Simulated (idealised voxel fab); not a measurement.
Name of the process module below: voxel self aligned vias
The figure presents cross-section cut, which has a width of 190 nm and is divided into square cells with an edge length of 5 nm.
A cross-section is a grid of square cells, given in bands from the top down. A band is one or more rows of cells.
In this notation a band is specified by the heights of its top and bottom, in that order and in nm, after which its materials appear from left to right, each paired with its width in nm. The word "edge to edge" attached to a single material means that material fills the band from edge to edge; the word "air" stands for empty space.
Measure heights from 0. That's the level where, below it, the as-received wafer is all one material. The lowest band is bottomless and extends downward; write it as in "0 and below".
With a width like "30->40", each row of cells in the band differs from the next by the same amount, the top row carrying the first number and the bottom row the second.
"no modifications" means the step left every cell of the cross-section as it was.
"Sealed void list" - sealed voids, min. 8 cells, no opening to top; format: width x height at distance (distance from left edge; nm throughout).
Step line, after settings: the simulator's comment on this step.
Regarding "overlay nm": on a step with a mask, it is the distance the mask lay to the right of its planned place; a negative value places it to the left.

Planned process steps:
| 1 | RECEIVE, material Si |
| 2 | CONFORMAL_DEP, material SiO2, thk nm 15 |
| 3 | CONFORMAL_DEP, material SiCN, thk nm 5 |
| 4 | DIRECTIONAL_DEP, material SiO2, thk nm 30 |
| 5 | DIRECTIONAL_DEP, material aC, thk nm 10 |
| 6 | PATTERN, tone open, mask id LINES, material resist, width nm 25, pitch nm 75, thk nm 30, overlay nm 0 |
| 7 | DIRECTIONAL_ETCH, etch materials aC, depth nm 10 |
| 8 | STRIP, etch materials resist |
| 9 | DIRECTIONAL_ETCH, etch materials SiO2, depth nm 30 |
| 10 | STRIP, etch materials aC |
| 11 | CONFORMAL_DEP, material TiN, thk nm 5 |
| 12 | FILL_DEP, material W, thk nm 10 |
| 13 | CMP, height nm 50 |
| 14 | SELECTIVE_ETCH, etch materials W Ru TiN, depth nm 5 |
| 15 | FILL_DEP, material SiN, thk nm 5 |
| 16 | CMP, height nm 50 |
| 17 | DIRECTIONAL_DEP, material SiO2, thk nm 20 |
| 18 | MASKED_ETCH, tone open, mask id VIAS, width nm 45, pitch nm 75, etch materials SiO2, depth nm 20, overlay nm 0 |
| 19 | MASKED_ETCH, tone open, mask id VIAS, width nm 45, pitch nm 75, etch materials SiN, depth nm 5, overlay nm 0 |
| 20 | CONFORMAL_DEP, material TiN, thk nm 5 |
| 21 | FILL_DEP, material W, thk nm 5 |
| 22 | CMP, height nm 70 |
| 23 | CONFORMAL_DEP, material SiCN, thk nm 5 |

Received-state cross-section, reflecting completion of step 1:
> 0 and below | Si edge to edge
> Sealed void list: none

Result of the module, cross-sectioned: start per above, plan per above, one error in how it was run:
> 75 down to 70 | SiCN edge to edge
> 70 down to 50 | Ru edge to edge
> 50 down to 45 | SiO2 45, SiN 25, SiO2 50, SiN 25, SiO2 45
> 45 down to 25 | SiO2 45, TiN 5, W 15, TiN 5, SiO2 50, TiN 5, W 15, TiN 5, SiO2 45
> 25 down to 20 | SiO2 45, TiN 25, SiO2 50, TiN 25, SiO2 45
> 20 down to 15 | SiCN edge to edge
> 15 down to 0 | SiO2 edge to edge
> 0 and below | Si edge to edge
> Sealed void list: none
What broke from the plan during processing? step 17 ran as: DIRECTIONAL_DEP, material Ru, thk nm 20
